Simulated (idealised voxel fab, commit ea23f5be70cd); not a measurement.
This section sets out a process module, namely voxel self aligned vias.
Square cells of 5 nm make up the cross-section cut, whose width is 245 nm.
For the purposes of this document, a cross-section shall be understood as a grid of square cells, specified as bands listed in top-to-bottom order, each band consisting of one or more rows of cells. Within each band entry, the heights of the top and of the bottom of the band appear first, in that order and in nm; the materials of the band then follow from left to right, each with its corresponding width in nm. The designation "all across" on a single material indicates that it fills the band from edge to edge; the designation "air" indicates empty space. Basically, 0 is our baseline, since under it the wafer straight out of the box is all one material. The bottom band has no lower end and keeps on going down, so it looks like "0 down". A width such as "30 to 40" changes by the same amount from each row of cells to the next, from the band's top row to its bottom row. Basically "no modifications" means that step didn't change any cell in the cross-section. "Closed internal voids" - sealed voids, min. 8 cells, no opening to top; format: width x height at distance (distance from left edge; nm throughout). If you see something after the settings on a step's line, that's the simulator's own remark about that step. The "overlay nm" setting may appear on a step's line; for a step that uses a mask, it gives how far to the right of its planned position the mask lay, and a negative value indicates the left.
**The steps planned for the process are as follows**
step 1: RECEIVE [material Si]
step 2: CONFORMAL_DEP [material SiO2] [thk nm 10]
step 3: CONFORMAL_DEP [material SiCN] [thk nm 5]
step 4: DIRECTIONAL_DEP [material lowk] [thk nm 30]
step 5: MASKED_ETCH [tone open] [mask id LINES] [width nm 25] [pitch nm 50] [etch materials lowk] [depth nm 30] [overlay nm 0]
step 6: CONFORMAL_DEP [material TiN] [thk nm 5]
step 7: FILL_DEP [material Ru] [thk nm 5]
step 8: CMP [height nm 45]
step 9: SELECTIVE_ETCH [etch materials W Ru TiN] [depth nm 5]
step 10: FILL_DEP [material SiN] [thk nm 10]
step 11: CMP [height nm 45]
step 12: DIRECTIONAL_DEP [material lowk] [thk nm 20]
step 13: DIRECTIONAL_DEP [material aC] [thk nm 10]
step 14: PATTERN [tone open] [mask id VIAS] [material resist] [width nm 35] [pitch nm 50] [thk nm 25] [overlay nm 0]
step 15: DIRECTIONAL_ETCH [etch materials aC] [depth nm 10]
step 16: STRIP [etch materials resist]
step 17: DIRECTIONAL_ETCH [etch materials lowk] [depth nm 20]
step 18: DIRECTIONAL_ETCH [etch materials SiN] [depth nm 5]
step 19: STRIP [etch materials aC]
step 20: CONFORMAL_DEP [material TiN] [thk nm 5]
step 21: FILL_DEP [material Ru] [thk nm 10]
step 22: CMP [height nm 65]
step 23: CONFORMAL_DEP [material SiCN] [thk nm 5]
**Cross-section of the wafer as it came to us, i.e., already through step 1**
> 0 down = Si all across
> Closed internal voids: none
**Cross-sectional image of the first of two wafers at the end of the module, the run having proceeded as planned**
> 70 to 65 = SiCN all across
> 65 to 50 = lowk: 80 | TiN: 5 | Ru: 25 | TiN: 5 | lowk: 15 | TiN: 5 | Ru: 25 | TiN: 5 | lowk: 80
> 50 to 45 = lowk: 80 | TiN: 10 | Ru: 15 | TiN: 10 | lowk: 15 | TiN: 10 | Ru: 15 | TiN: 10 | lowk: 80
> 45 to 40 = lowk: 85 | TiN: 25 | lowk: 25 | TiN: 25 | lowk: 85
> 40 to 20 = lowk: 85 | TiN: 5 | Ru: 15 | TiN: 5 | lowk: 25 | TiN: 5 | Ru: 15 | TiN: 5 | lowk: 85
> 20 to 15 = lowk: 85 | TiN: 25 | lowk: 25 | TiN: 25 | lowk: 85
> 15 to 10 = SiCN all across
> 10 to 0 = SiO2 all across
> 0 down = Si all across
> Closed internal voids: none
**What the second wafer looks like in cross-section once the module is done. Its start and its plan matched the first wafer's exactly; what differed was one mistake in how it was run**
> 70 to 65 = SiCN all across
> 65 to 45 = lowk: 80 | TiN: 5 | Ru: 25 | TiN: 5 | lowk: 15 | TiN: 5 | Ru: 25 | TiN: 5 | lowk: 80
> 45 to 40 = lowk: 80 | TiN: 35 | lowk: 15 | TiN: 35 | lowk: 80
> 40 to 25 = lowk: 80 | TiN: 10 | Ru: 15 | TiN: 10 | lowk: 15 | TiN: 10 | Ru: 15 | TiN: 10 | lowk: 80
> 25 to 20 = lowk: 85 | TiN: 5 | Ru: 15 | TiN: 5 | lowk: 25 | TiN: 5 | Ru: 15 | TiN: 5 | lowk: 85
> 20 to 15 = lowk: 85 | TiN: 25 | lowk: 25 | TiN: 25 | lowk: 85
> 15 to 10 = SiCN all across
> 10 to 0 = SiO2 all across
> 0 down = Si all across
> Closed internal voids: none
Want to know what went wrong? twice, step 17 of the plan was run
Final cells, second wafer relative to first, materials higher or lower: 4 more of Ru | 12 more of TiN | 16 fewer of lowk
